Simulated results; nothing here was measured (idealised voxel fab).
You're looking at the process module voxel self aligned contacts.
The cross-section on display is named cut; it measures 160 nm wide, and its cells are 5 nm squares.
Heads up, the way a cross-section reads in here is a grid of square cells, handed over as bands from the top down, with every band being one or more rows of cells. The entry gives the band's vertical extent as a top height and a bottom height in nm, then its horizontal make-up as materials from left to right, each with a width in nm. "empty" stands for empty space; a single material marked "throughout" fills the band edge to edge. Beneath 0, the wafer as received is one material, and that level is where height counting begins. The lowest band goes on downward without a bottom; it is written like "z 0 and below". A width such as "30->40" changes by the same amount from each row of cells to the next, from the band's top row to its bottom row. For the purposes of this document, the phrase "no modification" attached to a step denotes that no cell within the cross-section was modified by that step. In the "Closed void table" entry, you get each enclosed empty space of 8 cells or more, one with no open way to the top, written width x height at distance, distance from the left edge, in nm. Post-settings text on a step line: simulator's own remark regarding the step. overlay nm: where the mask lay relative to plan, measured to the right, on steps with a mask; negatives go left.

-- These are the steps we planned for the process
1,op RECEIVE | material Si
2,op OXIDIZE | depth nm 5
3,op DIRECTIONAL_DEP | material polySi | thk nm 30
4,op DIRECTIONAL_DEP | material SiN | thk nm 25
5,op PATTERN | tone cover | mask id GATE | material resist | width nm 35 | pitch nm 70 | thk nm 20 | overlay nm 0
6,op DIRECTIONAL_ETCH | etch materials SiN | depth nm 25
7,op DIRECTIONAL_ETCH | etch materials polySi | depth nm 30
8,op STRIP | etch materials resist
9,op CONFORMAL_DEP | material SiN | thk nm 10
10,op DIRECTIONAL_ETCH | etch materials SiN | depth nm 10
11,op FILL_DEP | material SiO2 | thk nm 15
12,op CMP | height nm 65
13,op DIRECTIONAL_DEP | material aC | thk nm 15
14,op PATTERN | tone open | mask id CONTACT | material resist | width nm 45 | thk nm 35 | overlay nm 0
15,op DIRECTIONAL_ETCH | etch materials aC | depth nm 15
16,op STRIP | etch materials resist
17,op DIRECTIONAL_ETCH | etch materials SiO2 | depth nm 70
18,op STRIP | etch materials aC
19,op CONFORMAL_DEP | material TiN | thk nm 5
20,op FILL_DEP | material W | thk nm 10
21,op CMP | height nm 65
22,op CONFORMAL_DEP | material SiN | thk nm 5

-- as received, after step 1
- z 0 and below = Si throughout
- Closed void table: none

-- Module complete, cross-section. Starting point and plan per above. One mistake made in running the module
- z 80 to 75 = SiN throughout
- z 75 to 70 = W throughout
- z 70 to 65 = 60 of TiN | 35 of W | 65 of TiN
- z 65 to 55 = 55 of SiO2 | 5->20 of TiN | 35->5 of W | 5->20 of TiN | 60 of SiO2
- z 55 to 30 = 15 of SiO2 | 55 of SiN | 5 of TiN | 5 of W | 5 of TiN | 55 of SiN | 20 of SiO2
- z 30 to 0 = 15 of SiO2 | 10 of SiN | 35 of polySi | 10 of SiN | 5 of TiN | 5 of W | 5 of TiN | 10 of SiN | 35 of polySi | 10 of SiN | 20 of SiO2
- z 0 to -5 = 70 of SiO2 | 15 of TiN | 75 of SiO2
- z -5 and below = Si throughout
- Closed void table: none
Deviation from plan: step 21 ran differently from the plan; actual operation with settings: op CMP | height nm 75
